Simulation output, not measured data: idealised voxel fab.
The following is a process module called voxel local oxidation.
Section cut is 265 nm wide and gridded with 5 nm square cells.
How to read a cross-section here: the picture is a grid of square cells, written as bands going from the top down, and any band can span one or more rows of cells.
Quick guide to a band line: top height, bottom height (nm) up front; then every material left to right with its width in nm. Only one material and it's marked "throughout"? Then it fills the band edge to edge. And "blank" just means empty space.
We count height from 0. Below that, the starting wafer is all one material. The lowest band never ends at the bottom but goes on down; see "0 down" for how that is written.
Width spec "30->40" -> top row of cells at first value, bottom row at second value, equal per-row change in between.
What does "changes: none" mean for a step? It means no cell of the cross-section changed in that step.
If an empty space has no open way to the top and is at least 8 cells in size, "Voids, fully enclosed" lists it, written width x height at distance, where distance is measured from the left edge and every value is in nm.
Heads up: the bit after the settings on a step's line is the simulator's remark on that step.
If you see "overlay nm" on a step's line and that step has a mask, it's telling you how far right of where it was planned the mask ended up; a negative number means it went left instead.
Below is the list of planned process steps:
1. RECEIVE, material Si
2. OXIDIZE, depth nm 5
3. CONFORMAL_DEP, material SiN, thk nm 10
4. MASKED_ETCH, tone cover, mask id ACTIVE, width nm 130, etch materials SiN, depth nm 10, overlay nm 0
5. SELECTIVE_ETCH, etch materials SiO2, depth nm 5
6. OXIDIZE, depth nm 15
7. STRIP, etch materials SiN
First wafer out of two, processed as planned:
Cross-section of the wafer as it came to us, i.e., already through step 1:
* 0 down  Si throughout
* Voids, fully enclosed: none
After step 2, in cross-section:
* 0 to -5  SiO2 throughout
* Unchanged below -5.
After step 3, in cross-section:
* 10 to 0  SiN throughout
* Unchanged below 0.
After step 4, in cross-section:
* 10 to 0  blank=65 / SiN=130 / blank=70
* Unchanged below 0.
After step 5, in cross-section:
* 10 to 0  blank=65 / SiN=130 / blank=70
* 0 to -5  blank=70 / SiO2=120 / blank=75
* Unchanged below -5.
After step 6, in cross-section:
* 10 to 0  blank=65 / SiN=130 / blank=70
* 0 to -5  blank=70 / SiO2=120 / blank=75
* -5 to -20  SiO2=85 / Si=90 / SiO2=90
* Unchanged below -20.
After step 7, in cross-section:
* 0 to -5  blank=70 / SiO2=120 / blank=75
* Unchanged below -5.
Okay, second wafer. Nothing different at the start, nothing different in the plan, just one mistake somewhere in the running. As far as step 3, counting that step, it's the first wafer all over again:
Planned end of step 4: second wafer, cross-section:
* 10 to 0  blank=65 / SiN=135 / blank=65
* Unchanged below 0.
Planned end of step 5: second wafer, cross-section:
* 10 to 0  blank=65 / SiN=135 / blank=65
* 0 to -5  blank=70 / SiO2=125 / blank=70
* Unchanged below -5.
Planned end of step 6: second wafer, cross-section:
* 10 to 0  blank=65 / SiN=135 / blank=65
* 0 to -5  blank=70 / SiO2=125 / blank=70
* -5 to -20  SiO2=85 / Si=95 / SiO2=85
* Unchanged below -20.
Planned end of step 7: second wafer, cross-section:
* 0 to -5  blank=70 / SiO2=125 / blank=70
* Unchanged below -5.
Where did the run depart from the plan? step 4: run off-plan, actual operation and settings MASKED_ETCH, tone cover, mask id ACTIVE, width nm 135, etch materials SiN, depth nm 10, overlay nm 0
End check, counted in cells, second wafer has more or fewer of these materials than the first: +3 Si; -2 SiO2
